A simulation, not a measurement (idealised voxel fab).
Name of the process module below: voxel trench capacitor
The cross-section on display is named cut; it measures 230 nm wide, and its cells are 5 nm squares.
How to read a cross-section here: the picture is a grid of square cells, written as bands going from the top down, and any band can span one or more rows of cells.
Band: top height; bottom height; in nm. Then, left to right: material with width in nm, for each material. "all across": a single material spanning edge to edge. "air": empty space.
Below 0: as-received wafer, all one material; heights counted from there. Lowest band: no bottom, goes on down, written "top 0, no bottom".
Width: "30 to 40" (first number = top row, second number = bottom row, same change from row to row of cells).
It should be understood that the words "all unchanged", when stated for a given step, signify that the cross-section underwent no change in any of its cells during that step.
The entry "Fully sealed voids" lists the empty spaces that cover at least 8 cells and have no open path to the top. Each is written as width x height at distance, where the distance is measured from the left edge and all three values are in nm.
Post-settings text on a step line: simulator's own remark regarding the step.
The optional step-line setting "overlay nm" applies to steps with a mask and quantifies how far to the right of its planned location the mask lay, a negative value indicating leftward placement.

The process steps that were planned are listed below
1,RECEIVE [material Si]
2,CONFORMAL_DEP [material SiN] [thk nm 5]
3,MASKED_ETCH [tone open] [mask id TRENCH] [width nm 15] [pitch nm 30] [etch materials SiN] [depth nm 5] [overlay nm 0]
4,MASKED_ETCH [tone open] [mask id TRENCH] [width nm 15] [pitch nm 30] [etch materials Si] [depth nm 35] [overlay nm 0]
5,CONFORMAL_DEP [material Al2O3] [thk nm 5]
6,FILL_DEP [material polySi] [thk nm 5]
7,CMP [height nm 5]

As-received wafer cross-section (after step 1)
* top 0, no bottom = Si all across
* Fully sealed voids: none

Same starting wafer, same plan as above, one mistake in the execution; this is the cross-section at the end of the module
* top 5, bottom 0 = Al2O3 (65), polySi (5), Al2O3 (25), polySi (5), Al2O3 (25), polySi (5), Al2O3 (25), polySi (5), Al2O3 (70)
* top 0, bottom -30 = Si (60), Al2O3 (5), polySi (5), Al2O3 (5), Si (15), Al2O3 (5), polySi (5), Al2O3 (5), Si (15), Al2O3 (5), polySi (5), Al2O3 (5), Si (15), Al2O3 (5), polySi (5), Al2O3 (5), Si (65)
* top -30, bottom -35 = Si (60), Al2O3 (15), Si (15), Al2O3 (15), Si (15), Al2O3 (15), Si (15), Al2O3 (15), Si (65)
* top -35, no bottom = Si all across
* Fully sealed voids: none
Misprocessing identified: plan step 2 never ran because it was skipped
